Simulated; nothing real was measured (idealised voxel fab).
Process module under the name voxel tone inversion
Square cells of 5 nm make up the cross-section cut, whose width is 255 nm.
Think of the cross-section as a grid of square cells. We describe it in bands, top to bottom, and each band covers one or more rows of those cells.
First you get the band's top height and its bottom height, in nm, and then the materials it's made of, left to right, with each width in nm. If you see a single material with "edge to edge", that one covers the band edge to edge. "air" is empty space.
The level at which height equals 0 is the one under which the wafer, as it arrives, is entirely one material. No lower edge exists for the bottom band, which continues downward and is notated as in "0 nm and below".
A width such as "30->40" changes by the same amount from each row of cells to the next, from the band's top row to its bottom row.
"nothing altered" means the step left every cell of the cross-section as it was.
"Sealed void listing" enumerates empty spaces isolated from the top, with no open way to it, that contain at least 8 cells, giving each as width x height at distance from the left edge, all three in nm.
It should be noted that, on the line of a given step, the content following the step's settings is a remark produced by the simulator itself with respect to that step.
When a step includes a mask, the "overlay nm" setting on its line states how far to the right of its planned place that mask lay, and negative values state how far to the left.

So here's the lineup of process steps we planned:
1. RECEIVE (material Si)
2. CONFORMAL_DEP (material SiN; thk nm 5)
3. DIRECTIONAL_DEP (material polySi; thk nm 20)
4. PATTERN (tone cover; mask id POSTS; material resist; width nm 20; pitch nm 40; thk nm 30; overlay nm 0)
5. DIRECTIONAL_ETCH (etch materials polySi; depth nm 20)
6. STRIP (etch materials resist)
7. FILL_DEP (material lowk; thk nm 5)
8. CMP (height nm 25)
9. STRIP (etch materials polySi)
10. CONFORMAL_DEP (material TiN; thk nm 5)
11. FILL_DEP (material Cu; thk nm 5)
12. CMP (height nm 25)
13. CONFORMAL_DEP (material SiN; thk nm 5)

Cross-section: wafer on arrival = after step 1:
	0 nm and below | Si edge to edge
	Sealed void listing: none

Figure: cross-sectional view of the wafer upon completion of the module, processed from the initial state and according to the plan depicted above, with one error introduced during execution:
	30 nm to 25 nm | SiN edge to edge
	25 nm to 20 nm | lowk edge to edge
	20 nm to 0 nm | lowk 55, polySi 20, lowk 20, polySi 20, lowk 20, polySi 20, lowk 20, polySi 20, lowk 60
	0 nm and below | Si edge to edge
	Sealed void listing: none
Diagnosis: plan step 2 never ran because it was skipped
